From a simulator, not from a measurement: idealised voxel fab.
Documented hereafter: the process module known as voxel plated lines.
The figure presents cross-section cut, which has a width of 220 nm and is divided into square cells with an edge length of 5 nm.
Heads up, the way a cross-section reads in here is a grid of square cells, handed over as bands from the top down, with every band being one or more rows of cells. The entry gives the band's vertical extent as a top height and a bottom height in nm, then its horizontal make-up as materials from left to right, each with a width in nm. "blank" stands for empty space; a single material marked "everywhere" fills the band edge to edge. Heights are measured from 0, the level below which the as-received wafer is all one material; the lowest band has no bottom and continues downward, written as in "from 0 down". Width: "30..40" (first number = top row, second number = bottom row, same change from row to row of cells). You'll sometimes find "nothing was modified" written for a step, and that's the way of saying that nowhere in the cross-section did a cell change during that step. Listed in "Closed internal cavities": every empty space of 8 or more cells without an open way to the top. Form: width x height at distance, the distance being from the left edge, all in nm. That trailing text on a step's line, after the settings, is the simulator's own remark on the step. If you see "overlay nm" on a step's line and that step has a mask, it's telling you how far right of where it was planned the mask ended up; a negative number means it went left instead.

Process steps foreseen in the plan:
1: RECEIVE | material Si
2: CONFORMAL_DEP | material SiN | thk nm 15
3: DIRECTIONAL_DEP | material TiN | thk nm 5
4: PATTERN | tone open | mask id LINES | material resist | width nm 15 | pitch nm 35 | thk nm 25 | overlay nm 0
5: EPI | material Ru | thk nm 10
6: EPI | material Ru | thk nm 10
7: STRIP | etch materials resist
8: DIRECTIONAL_ETCH | etch materials TiN | depth nm 5
9: CONFORMAL_DEP | material SiCN | thk nm 10

Incoming wafer in cross-section (state: after step 1):
    from 0 down = Si everywhere
    Closed internal cavities: none

Starting structure and process plan are as shown above, but one mistake was made in running the module; the wafer cross-section at the end of the module follows:
    from 60 to 50 = blank: 70  SiCN: 80  blank: 70
    from 50 to 40 = blank: 70  SiCN: 10..15  Ru: 25..15  SiCN: 10..20  Ru: 25..15  SiCN: 10..15  blank: 70
    from 40 to 30 = blank: 70..75  SiCN: 15..10  Ru: 15  SiCN: 5  blank: 10  SiCN: 5  Ru: 15  SiCN: 15..10  blank: 70..75
    from 30 to 25 = blank: 70  SiCN: 15  Ru: 15  SiCN: 5  blank: 10  SiCN: 5  Ru: 15  SiCN: 15  blank: 70
    from 25 to 20 = SiCN: 85  Ru: 15  SiCN: 20  Ru: 15  SiCN: 85
    from 20 to 15 = SiCN: 80  TiN: 25  SiCN: 10  TiN: 25  SiCN: 80
    from 15 to 0 = SiN everywhere
    from 0 down = Si everywhere
    Closed internal cavities: none
Plan not followed: one of the identical steps 5 and 6 ran twice, and which one cannot be pinned down
